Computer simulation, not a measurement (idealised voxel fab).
process module | voxel wiring stack
cross-section cut | 295 nm wide | cells 5 nm
A cross-section is a grid of square cells, given in bands from the top down. A band is one or more rows of cells.
Each band's line starts with the height of the band's top and of its bottom, in nm. Then come its materials from left to right, each with its width in nm. One material with "throughout" fills the band from edge to edge. "air" is empty space.
Height 0 is the level under which the wafer as received is all one material. The lowest band goes on downwards, as in "0 down".
A width such as "30 to 40" changes by the same amount from each row of cells to the next, from the band's top row to its bottom row.
"no change" after a step means that no cell of the cross-section changed.
closed voids: empty space of 8 cells or more with no open way to the top, each as width x height at its distance from the left edge, in nm
after a step's settings: what the simulator itself notes on the step
overlay nm, on a step with a mask: how far to the right of its planned place the mask lay; to the left if negative
plan
1 op RECEIVE | material Si
2 op CONFORMAL_DEP | material SiO2 | thk nm 15
3 op CONFORMAL_DEP | material SiN | thk nm 5
4 op DIRECTIONAL_DEP | material lowk | thk nm 15
5 op PATTERN | tone open | mask id METAL_1 | material resist | width nm 25 | pitch nm 55 | thk nm 15 | overlay nm 0
6 op DIRECTIONAL_ETCH | etch materials lowk | depth nm 15
7 op DIRECTIONAL_ETCH | etch materials SiN | depth nm 5
8 op STRIP | etch materials resist
9 op CONFORMAL_DEP | material TiN | thk nm 5
10 op FILL_DEP | material Cu | thk nm 10
11 op CMP | height nm 35
12 op CONFORMAL_DEP | material SiCN | thk nm 5
13 op DIRECTIONAL_DEP | material lowk | thk nm 10
14 op PATTERN | tone open | mask id PLUG_1 | material resist | width nm 15 | pitch nm 55 | thk nm 20 | overlay nm 0
15 op DIRECTIONAL_ETCH | etch materials lowk | depth nm 10
16 op DIRECTIONAL_ETCH | etch materials SiCN | depth nm 5
17 op STRIP | etch materials resist
18 op EPI | material Ru | thk nm 10
19 op EPI | material Ru | thk nm 5
20 op CONFORMAL_DEP | material SiCN | thk nm 5
21 op DIRECTIONAL_DEP | material SiO2 | thk nm 25
22 op PATTERN | tone open | mask id METAL_2 | material resist | width nm 25 | pitch nm 55 | thk nm 15 | overlay nm 0
23 op DIRECTIONAL_ETCH | etch materials SiO2 | depth nm 25
24 op DIRECTIONAL_ETCH | etch materials SiCN | depth nm 5
25 op STRIP | etch materials resist
26 op CONFORMAL_DEP | material TiN | thk nm 5
27 op FILL_DEP | material Ru | thk nm 5
28 op CMP | height nm 80
29 op CONFORMAL_DEP | material SiCN | thk nm 5
30 op DIRECTIONAL_DEP | material SiO2 | thk nm 20
31 op MASKED_ETCH | tone open | mask id PLUG_2 | width nm 15 | pitch nm 110 | etch materials SiO2 | depth nm 20 | overlay nm 0
32 op MASKED_ETCH | tone open | mask id PLUG_2 | width nm 15 | pitch nm 110 | etch materials SiCN | depth nm 5 | overlay nm 0
33 op EPI | material Ru | thk nm 10
34 op EPI | material Ru | thk nm 10
35 op EPI | material Ru | thk nm 5
36 op CONFORMAL_DEP | material SiCN | thk nm 5
37 op DIRECTIONAL_DEP | material lowk | thk nm 20
38 op MASKED_ETCH | tone open | mask id METAL_3 | width nm 25 | pitch nm 55 | etch materials lowk | depth nm 20 | overlay nm 0
39 op MASKED_ETCH | tone open | mask id METAL_3 | width nm 25 | pitch nm 55 | etch materials SiCN | depth nm 5 | overlay nm 0
40 op CONFORMAL_DEP | material TiN | thk nm 5
41 op FILL_DEP | material W | thk nm 10
42 op CMP | height nm 130
43 op CONFORMAL_DEP | material SiCN | thk nm 5
44 op DIRECTIONAL_DEP | material SiO2 | thk nm 35
45 op MASKED_ETCH | tone open | mask id METAL_4_HOLES | width nm 15 | pitch nm 55 | etch materials SiO2 | depth nm 35 | overlay nm 0
46 op PATTERN | tone open | mask id METAL_4 | material resist | width nm 25 | pitch nm 55 | thk nm 20 | overlay nm 0
47 op DIRECTIONAL_ETCH | etch materials SiO2 | depth nm 20
48 op DIRECTIONAL_ETCH | etch materials SiCN | depth nm 5
49 op STRIP | etch materials resist
50 op CONFORMAL_DEP | material TiN | thk nm 5
51 op FILL_DEP | material Ru | thk nm 10
52 op CMP | height nm 170
53 op CONFORMAL_DEP | material SiCN | thk nm 5
first wafer, as planned
as received, after step 1
  0 down: Si throughout
  closed voids: none
after step 2
  15 to 0: SiO2 throughout
  below 0: unchanged
after step 3
  20 to 15: SiN throughout
  below 15: unchanged
after step 4
  35 to 20: lowk throughout
  below 20: unchanged
after step 5
  50 to 35: resist 80 | air 25 | resist 30 | air 25 | resist 30 | air 25 | resist 80
  below 35: unchanged
after step 6
  50 to 35: resist 80 | air 25 | resist 30 | air 25 | resist 30 | air 25 | resist 80
  35 to 20: lowk 80 | air 25 | lowk 30 | air 25 | lowk 30 | air 25 | lowk 80
  below 20: unchanged
after step 7
  50 to 35: resist 80 | air 25 | resist 30 | air 25 | resist 30 | air 25 | resist 80
  35 to 20: lowk 80 | air 25 | lowk 30 | air 25 | lowk 30 | air 25 | lowk 80
  20 to 15: SiN 80 | air 25 | SiN 30 | air 25 | SiN 30 | air 25 | SiN 80
  below 15: unchanged
after step 8
  35 to 20: lowk 80 | air 25 | lowk 30 | air 25 | lowk 30 | air 25 | lowk 80
  below 20: unchanged
after step 9
  40 to 35: TiN 85 | air 15 | TiN 40 | air 15 | TiN 40 | air 15 | TiN 85
  35 to 20: lowk 80 | TiN 5 | air 15 | TiN 5 | lowk 30 | TiN 5 | air 15 | TiN 5 | lowk 30 | TiN 5 | air 15 | TiN 5 | lowk 80
  20 to 15: SiN 80 | TiN 25 | SiN 30 | TiN 25 | SiN 30 | TiN 25 | SiN 80
  below 15: unchanged
after step 10
  50 to 40: Cu throughout
  40 to 35: TiN 85 | Cu 15 | TiN 40 | Cu 15 | TiN 40 | Cu 15 | TiN 85
  35 to 20: lowk 80 | TiN 5 | Cu 15 | TiN 5 | lowk 30 | TiN 5 | Cu 15 | TiN 5 | lowk 30 | TiN 5 | Cu 15 | TiN 5 | lowk 80
  below 20: unchanged
after step 11
  35 to 20: lowk 80 | TiN 5 | Cu 15 | TiN 5 | lowk 30 | TiN 5 | Cu 15 | TiN 5 | lowk 30 | TiN 5 | Cu 15 | TiN 5 | lowk 80
  below 20: unchanged
after step 12
  40 to 35: SiCN throughout
  below 35: unchanged
after step 13
  50 to 40: lowk throughout
  below 40: unchanged
after step 14
  70 to 50: resist 80 | air 15 | resist 40 | air 15 | resist 40 | air 15 | resist 90
  below 50: unchanged
after step 15
  70 to 50: resist 80 | air 15 | resist 40 | air 15 | resist 40 | air 15 | resist 90
  50 to 40: lowk 80 | air 15 | lowk 40 | air 15 | lowk 40 | air 15 | lowk 90
  below 40: unchanged
after step 16
  70 to 50: resist 80 | air 15 | resist 40 | air 15 | resist 40 | air 15 | resist 90
  50 to 40: lowk 80 | air 15 | lowk 40 | air 15 | lowk 40 | air 15 | lowk 90
  40 to 35: SiCN 80 | air 15 | SiCN 40 | air 15 | SiCN 40 | air 15 | SiCN 90
  below 35: unchanged
after step 17
  50 to 40: lowk 80 | air 15 | lowk 40 | air 15 | lowk 40 | air 15 | lowk 90
  below 40: unchanged
after step 18
  50 to 45: lowk 80 | air 15 | lowk 40 | air 15 | lowk 40 | air 15 | lowk 90
  45 to 40: lowk 80 | Ru 15 | lowk 40 | Ru 15 | lowk 40 | Ru 15 | lowk 90
  40 to 35: SiCN 80 | Ru 15 | SiCN 40 | Ru 15 | SiCN 40 | Ru 15 | SiCN 90
  below 35: unchanged
after step 19
  50 to 40: lowk 80 | Ru 15 | lowk 40 | Ru 15 | lowk 40 | Ru 15 | lowk 90
  below 40: unchanged
after step 20
  55 to 50: SiCN throughout
  below 50: unchanged
after step 21
  80 to 55: SiO2 throughout
  below 55: unchanged
after step 22
  95 to 80: resist 80 | air 25 | resist 30 | air 25 | resist 30 | air 25 | resist 80
  below 80: unchanged
after step 23
  95 to 80: resist 80 | air 25 | resist 30 | air 25 | resist 30 | air 25 | resist 80
  80 to 55: SiO2 80 | air 25 | SiO2 30 | air 25 | SiO2 30 | air 25 | SiO2 80
  below 55: unchanged
after step 24
  95 to 80: resist 80 | air 25 | resist 30 | air 25 | resist 30 | air 25 | resist 80
  80 to 55: SiO2 80 | air 25 | SiO2 30 | air 25 | SiO2 30 | air 25 | SiO2 80
  55 to 50: SiCN 80 | air 25 | SiCN 30 | air 25 | SiCN 30 | air 25 | SiCN 80
  below 50: unchanged
after step 25
  80 to 55: SiO2 80 | air 25 | SiO2 30 | air 25 | SiO2 30 | air 25 | SiO2 80
  below 55: unchanged
after step 26
  85 to 80: TiN 85 | air 15 | TiN 40 | air 15 | TiN 40 | air 15 | TiN 85
  80 to 55: SiO2 80 | TiN 5 | air 15 | TiN 5 | SiO2 30 | TiN 5 | air 15 | TiN 5 | SiO2 30 | TiN 5 | air 15 | TiN 5 | SiO2 80
  55 to 50: SiCN 80 | TiN 25 | SiCN 30 | TiN 25 | SiCN 30 | TiN 25 | SiCN 80
  below 50: unchanged
after step 27
  90 to 85: Ru throughout
  85 to 80: TiN 85 | Ru 15 | TiN 40 | Ru 15 | TiN 40 | Ru 15 | TiN 85
  80 to 55: SiO2 80 | TiN 5 | Ru 15 | TiN 5 | SiO2 30 | TiN 5 | Ru 15 | TiN 5 | SiO2 30 | TiN 5 | Ru 15 | TiN 5 | SiO2 80
  below 55: unchanged
after step 28
  80 to 55: SiO2 80 | TiN 5 | Ru 15 | TiN 5 | SiO2 30 | TiN 5 | Ru 15 | TiN 5 | SiO2 30 | TiN 5 | Ru 15 | TiN 5 | SiO2 80
  below 55: unchanged
after step 29
  85 to 80: SiCN throughout
  below 80: unchanged
after step 30
  105 to 85: SiO2 throughout
  below 85: unchanged
after step 31
  105 to 85: SiO2 80 | air 15 | SiO2 95 | air 15 | SiO2 90
  below 85: unchanged
after step 32
  105 to 85: SiO2 80 | air 15 | SiO2 95 | air 15 | SiO2 90
  85 to 80: SiCN 80 | air 15 | SiCN 95 | air 15 | SiCN 90
  below 80: unchanged
after step 33
  105 to 90: SiO2 80 | air 15 | SiO2 95 | air 15 | SiO2 90
  90 to 85: SiO2 80 | Ru 15 | SiO2 95 | Ru 15 | SiO2 90
  85 to 80: SiCN 80 | Ru 15 | SiCN 95 | Ru 15 | SiCN 90
  below 80: unchanged
after step 34
  105 to 100: SiO2 80 | air 15 | SiO2 95 | air 15 | SiO2 90
  100 to 85: SiO2 80 | Ru 15 | SiO2 95 | Ru 15 | SiO2 90
  below 85: unchanged
after step 35
  105 to 85: SiO2 80 | Ru 15 | SiO2 95 | Ru 15 | SiO2 90
  below 85: unchanged
after step 36
  110 to 105: SiCN throughout
  below 105: unchanged
after step 37
  130 to 110: lowk throughout
  below 110: unchanged
after step 38
  130 to 110: lowk 80 | air 25 | lowk 30 | air 25 | lowk 30 | air 25 | lowk 80
  below 110: unchanged
after step 39
  130 to 110: lowk 80 | air 25 | lowk 30 | air 25 | lowk 30 | air 25 | lowk 80
  110 to 105: SiCN 80 | air 25 | SiCN 30 | air 25 | SiCN 30 | air 25 | SiCN 80
  below 105: unchanged
after step 40
  135 to 130: TiN 85 | air 15 | TiN 40 | air 15 | TiN 40 | air 15 | TiN 85
  130 to 110: lowk 80 | TiN 5 | air 15 | TiN 5 | lowk 30 | TiN 5 | air 15 | TiN 5 | lowk 30 | TiN 5 | air 15 | TiN 5 | lowk 80
  110 to 105: SiCN 80 | TiN 25 | SiCN 30 | TiN 25 | SiCN 30 | TiN 25 | SiCN 80
  below 105: unchanged
after step 41
  145 to 135: W throughout
  135 to 130: TiN 85 | W 15 | TiN 40 | W 15 | TiN 40 | W 15 | TiN 85
  130 to 110: lowk 80 | TiN 5 | W 15 | TiN 5 | lowk 30 | TiN 5 | W 15 | TiN 5 | lowk 30 | TiN 5 | W 15 | TiN 5 | lowk 80
  below 110: unchanged
after step 42
  130 to 110: lowk 80 | TiN 5 | W 15 | TiN 5 | lowk 30 | TiN 5 | W 15 | TiN 5 | lowk 30 | TiN 5 | W 15 | TiN 5 | lowk 80
  below 110: unchanged
after step 43
  135 to 130: SiCN throughout
  below 130: unchanged
after step 44
  170 to 135: SiO2 throughout
  below 135: unchanged
after step 45
  170 to 135: SiO2 80 | air 15 | SiO2 40 | air 15 | SiO2 40 | air 15 | SiO2 90
  below 135: unchanged
after step 46
  190 to 170: resist 80 | air 25 | resist 30 | air 25 | resist 30 | air 25 | resist 80
  below 170: unchanged
after step 47
  190 to 170: resist 80 | air 25 | resist 30 | air 25 | resist 30 | air 25 | resist 80
  170 to 150: SiO2 80 | air 25 | SiO2 30 | air 25 | SiO2 30 | air 25 | SiO2 80
  below 150: unchanged
after step 48
  190 to 170: resist 80 | air 25 | resist 30 | air 25 | resist 30 | air 25 | resist 80
  170 to 150: SiO2 80 | air 25 | SiO2 30 | air 25 | SiO2 30 | air 25 | SiO2 80
  150 to 135: SiO2 80 | air 15 | SiO2 40 | air 15 | SiO2 40 | air 15 | SiO2 90
  135 to 130: SiCN 80 | air 15 | SiCN 40 | air 15 | SiCN 40 | air 15 | SiCN 90
  below 130: unchanged
after step 49
  170 to 150: SiO2 80 | air 25 | SiO2 30 | air 25 | SiO2 30 | air 25 | SiO2 80
  below 150: unchanged
after step 50
  175 to 170: TiN 85 | air 15 | TiN 40 | air 15 | TiN 40 | air 15 | TiN 85
  170 to 155: SiO2 80 | TiN 5 | air 15 | TiN 5 | SiO2 30 | TiN 5 | air 15 | TiN 5 | SiO2 30 | TiN 5 | air 15 | TiN 5 | SiO2 80
  155 to 150: SiO2 80 | TiN 5 | air 5 | TiN 15 | SiO2 30 | TiN 5 | air 5 | TiN 15 | SiO2 30 | TiN 5 | air 5 | TiN 15 | SiO2 80
  150 to 135: SiO2 80 | TiN 5 | air 5 | TiN 5 | SiO2 40 | TiN 5 | air 5 | TiN 5 | SiO2 40 | TiN 5 | air 5 | TiN 5 | SiO2 90
  135 to 130: SiCN 80 | TiN 15 | SiCN 40 | TiN 15 | SiCN 40 | TiN 15 | SiCN 90
  below 130: unchanged
after step 51
  185 to 175: Ru throughout
  175 to 170: TiN 85 | Ru 15 | TiN 40 | Ru 15 | TiN 40 | Ru 15 | TiN 85
  170 to 155: SiO2 80 | TiN 5 | Ru 15 | TiN 5 | SiO2 30 | TiN 5 | Ru 15 | TiN 5 | SiO2 30 | TiN 5 | Ru 15 | TiN 5 | SiO2 80
  155 to 150: SiO2 80 | TiN 5 | Ru 5 | TiN 15 | SiO2 30 | TiN 5 | Ru 5 | TiN 15 | SiO2 30 | TiN 5 | Ru 5 | TiN 15 | SiO2 80
  150 to 135: SiO2 80 | TiN 5 | Ru 5 | TiN 5 | SiO2 40 | TiN 5 | Ru 5 | TiN 5 | SiO2 40 | TiN 5 | Ru 5 | TiN 5 | SiO2 90
  below 135: unchanged
after step 52
  170 to 155: SiO2 80 | TiN 5 | Ru 15 | TiN 5 | SiO2 30 | TiN 5 | Ru 15 | TiN 5 | SiO2 30 | TiN 5 | Ru 15 | TiN 5 | SiO2 80
  below 155: unchanged
after step 53
  175 to 170: SiCN throughout
  below 170: unchanged
second wafer: like start, like plan, one mistake. Through step 21 it matches the first wafer
when step 22 should have ended
  95 to 80: resist 85 | air 20 | resist 35 | air 20 | resist 35 | air 20 | resist 80
  below 80: unchanged
when step 23 should have ended
  95 to 80: resist 85 | air 20 | resist 35 | air 20 | resist 35 | air 20 | resist 80
  80 to 55: SiO2 85 | air 20 | SiO2 35 | air 20 | SiO2 35 | air 20 | SiO2 80
  below 55: unchanged
when step 24 should have ended
  95 to 80: resist 85 | air 20 | resist 35 | air 20 | resist 35 | air 20 | resist 80
  80 to 55: SiO2 85 | air 20 | SiO2 35 | air 20 | SiO2 35 | air 20 | SiO2 80
  55 to 50: SiCN 85 | air 20 | SiCN 35 | air 20 | SiCN 35 | air 20 | SiCN 80
  below 50: unchanged
when step 25 should have ended
  80 to 55: SiO2 85 | air 20 | SiO2 35 | air 20 | SiO2 35 | air 20 | SiO2 80
  below 55: unchanged
when step 26 should have ended
  85 to 80: TiN 90 | air 10 | TiN 45 | air 10 | TiN 45 | air 10 | TiN 85
  80 to 55: SiO2 85 | TiN 5 | air 10 | TiN 5 | SiO2 35 | TiN 5 | air 10 | TiN 5 | SiO2 35 | TiN 5 | air 10 | TiN 5 | SiO2 80
  55 to 50: SiCN 85 | TiN 20 | SiCN 35 | TiN 20 | SiCN 35 | TiN 20 | SiCN 80
  below 50: unchanged
when step 27 should have ended
  90 to 85: Ru throughout
  85 to 80: TiN 90 | Ru 10 | TiN 45 | Ru 10 | TiN 45 | Ru 10 | TiN 85
  80 to 55: SiO2 85 | TiN 5 | Ru 10 | TiN 5 | SiO2 35 | TiN 5 | Ru 10 | TiN 5 | SiO2 35 | TiN 5 | Ru 10 | TiN 5 | SiO2 80
  below 55: unchanged
when step 28 should have ended
  80 to 55: SiO2 85 | TiN 5 | Ru 10 | TiN 5 | SiO2 35 | TiN 5 | Ru 10 | TiN 5 | SiO2 35 | TiN 5 | Ru 10 | TiN 5 | SiO2 80
  below 55: unchanged
when step 29 should have ended
  85 to 80: SiCN throughout
  below 80: unchanged
when step 30 should have ended
  105 to 85: SiO2 throughout
  below 85: unchanged
when step 31 should have ended
  105 to 85: SiO2 80 | air 15 | SiO2 95 | air 15 | SiO2 90
  below 85: unchanged
when step 32 should have ended
  105 to 85: SiO2 80 | air 15 | SiO2 95 | air 15 | SiO2 90
  85 to 80: SiCN 80 | air 15 | SiCN 95 | air 15 | SiCN 90
  below 80: unchanged
when step 33 should have ended
  105 to 90: SiO2 80 | air 15 | SiO2 95 | air 15 | SiO2 90
  90 to 85: SiO2 80 | Ru 15 | SiO2 95 | Ru 15 | SiO2 90
  85 to 80: SiCN 80 | Ru 15 | SiCN 95 | Ru 15 | SiCN 90
  below 80: unchanged
when step 34 should have ended
  105 to 100: SiO2 80 | air 15 | SiO2 95 | air 15 | SiO2 90
  100 to 85: SiO2 80 | Ru 15 | SiO2 95 | Ru 15 | SiO2 90
  below 85: unchanged
when step 35 should have ended
  105 to 85: SiO2 80 | Ru 15 | SiO2 95 | Ru 15 | SiO2 90
  below 85: unchanged
when step 36 should have ended
  110 to 105: SiCN throughout
  below 105: unchanged
when step 37 should have ended
  130 to 110: lowk throughout
  below 110: unchanged
when step 38 should have ended
  130 to 110: lowk 80 | air 25 | lowk 30 | air 25 | lowk 30 | air 25 | lowk 80
  below 110: unchanged
when step 39 should have ended
  130 to 110: lowk 80 | air 25 | lowk 30 | air 25 | lowk 30 | air 25 | lowk 80
  110 to 105: SiCN 80 | air 25 | SiCN 30 | air 25 | SiCN 30 | air 25 | SiCN 80
  below 105: unchanged
when step 40 should have ended
  135 to 130: TiN 85 | air 15 | TiN 40 | air 15 | TiN 40 | air 15 | TiN 85
  130 to 110: lowk 80 | TiN 5 | air 15 | TiN 5 | lowk 30 | TiN 5 | air 15 | TiN 5 | lowk 30 | TiN 5 | air 15 | TiN 5 | lowk 80
  110 to 105: SiCN 80 | TiN 25 | SiCN 30 | TiN 25 | SiCN 30 | TiN 25 | SiCN 80
  below 105: unchanged
when step 41 should have ended
  145 to 135: W throughout
  135 to 130: TiN 85 | W 15 | TiN 40 | W 15 | TiN 40 | W 15 | TiN 85
  130 to 110: lowk 80 | TiN 5 | W 15 | TiN 5 | lowk 30 | TiN 5 | W 15 | TiN 5 | lowk 30 | TiN 5 | W 15 | TiN 5 | lowk 80
  below 110: unchanged
when step 42 should have ended
  130 to 110: lowk 80 | TiN 5 | W 15 | TiN 5 | lowk 30 | TiN 5 | W 15 | TiN 5 | lowk 30 | TiN 5 | W 15 | TiN 5 | lowk 80
  below 110: unchanged
when step 43 should have ended
  135 to 130: SiCN throughout
  below 130: unchanged
when step 44 should have ended
  170 to 135: SiO2 throughout
  below 135: unchanged
when step 45 should have ended
  170 to 135: SiO2 80 | air 15 | SiO2 40 | air 15 | SiO2 40 | air 15 | SiO2 90
  below 135: unchanged
when step 46 should have ended
  190 to 170: resist 80 | air 25 | resist 30 | air 25 | resist 30 | air 25 | resist 80
  below 170: unchanged
when step 47 should have ended
  190 to 170: resist 80 | air 25 | resist 30 | air 25 | resist 30 | air 25 | resist 80
  170 to 150: SiO2 80 | air 25 | SiO2 30 | air 25 | SiO2 30 | air 25 | SiO2 80
  below 150: unchanged
when step 48 should have ended
  190 to 170: resist 80 | air 25 | resist 30 | air 25 | resist 30 | air 25 | resist 80
  170 to 150: SiO2 80 | air 25 | SiO2 30 | air 25 | SiO2 30 | air 25 | SiO2 80
  150 to 135: SiO2 80 | air 15 | SiO2 40 | air 15 | SiO2 40 | air 15 | SiO2 90
  135 to 130: SiCN 80 | air 15 | SiCN 40 | air 15 | SiCN 40 | air 15 | SiCN 90
  below 130: unchanged
when step 49 should have ended
  170 to 150: SiO2 80 | air 25 | SiO2 30 | air 25 | SiO2 30 | air 25 | SiO2 80
  below 150: unchanged
when step 50 should have ended
  175 to 170: TiN 85 | air 15 | TiN 40 | air 15 | TiN 40 | air 15 | TiN 85
  170 to 155: SiO2 80 | TiN 5 | air 15 | TiN 5 | SiO2 30 | TiN 5 | air 15 | TiN 5 | SiO2 30 | TiN 5 | air 15 | TiN 5 | SiO2 80
  155 to 150: SiO2 80 | TiN 5 | air 5 | TiN 15 | SiO2 30 | TiN 5 | air 5 | TiN 15 | SiO2 30 | TiN 5 | air 5 | TiN 15 | SiO2 80
  150 to 135: SiO2 80 | TiN 5 | air 5 | TiN 5 | SiO2 40 | TiN 5 | air 5 | TiN 5 | SiO2 40 | TiN 5 | air 5 | TiN 5 | SiO2 90
  135 to 130: SiCN 80 | TiN 15 | SiCN 40 | TiN 15 | SiCN 40 | TiN 15 | SiCN 90
  below 130: unchanged
when step 51 should have ended
  185 to 175: Ru throughout
  175 to 170: TiN 85 | Ru 15 | TiN 40 | Ru 15 | TiN 40 | Ru 15 | TiN 85
  170 to 155: SiO2 80 | TiN 5 | Ru 15 | TiN 5 | SiO2 30 | TiN 5 | Ru 15 | TiN 5 | SiO2 30 | TiN 5 | Ru 15 | TiN 5 | SiO2 80
  155 to 150: SiO2 80 | TiN 5 | Ru 5 | TiN 15 | SiO2 30 | TiN 5 | Ru 5 | TiN 15 | SiO2 30 | TiN 5 | Ru 5 | TiN 15 | SiO2 80
  150 to 135: SiO2 80 | TiN 5 | Ru 5 | TiN 5 | SiO2 40 | TiN 5 | Ru 5 | TiN 5 | SiO2 40 | TiN 5 | Ru 5 | TiN 5 | SiO2 90
  below 135: unchanged
when step 52 should have ended
  170 to 155: SiO2 80 | TiN 5 | Ru 15 | TiN 5 | SiO2 30 | TiN 5 | Ru 15 | TiN 5 | SiO2 30 | TiN 5 | Ru 15 | TiN 5 | SiO2 80
  below 155: unchanged
when step 53 should have ended
  175 to 170: SiCN throughout
  below 170: unchanged
what went wrong: step 22 ran as: op PATTERN | tone open | mask id METAL_2 | material resist | width nm 20 | pitch nm 55 | thk nm 15 | overlay nm 0
at the end the second wafer has, in cells: 15 fewer of Ru | 3 more of SiCN | 15 more of SiO2 | 3 fewer of TiN
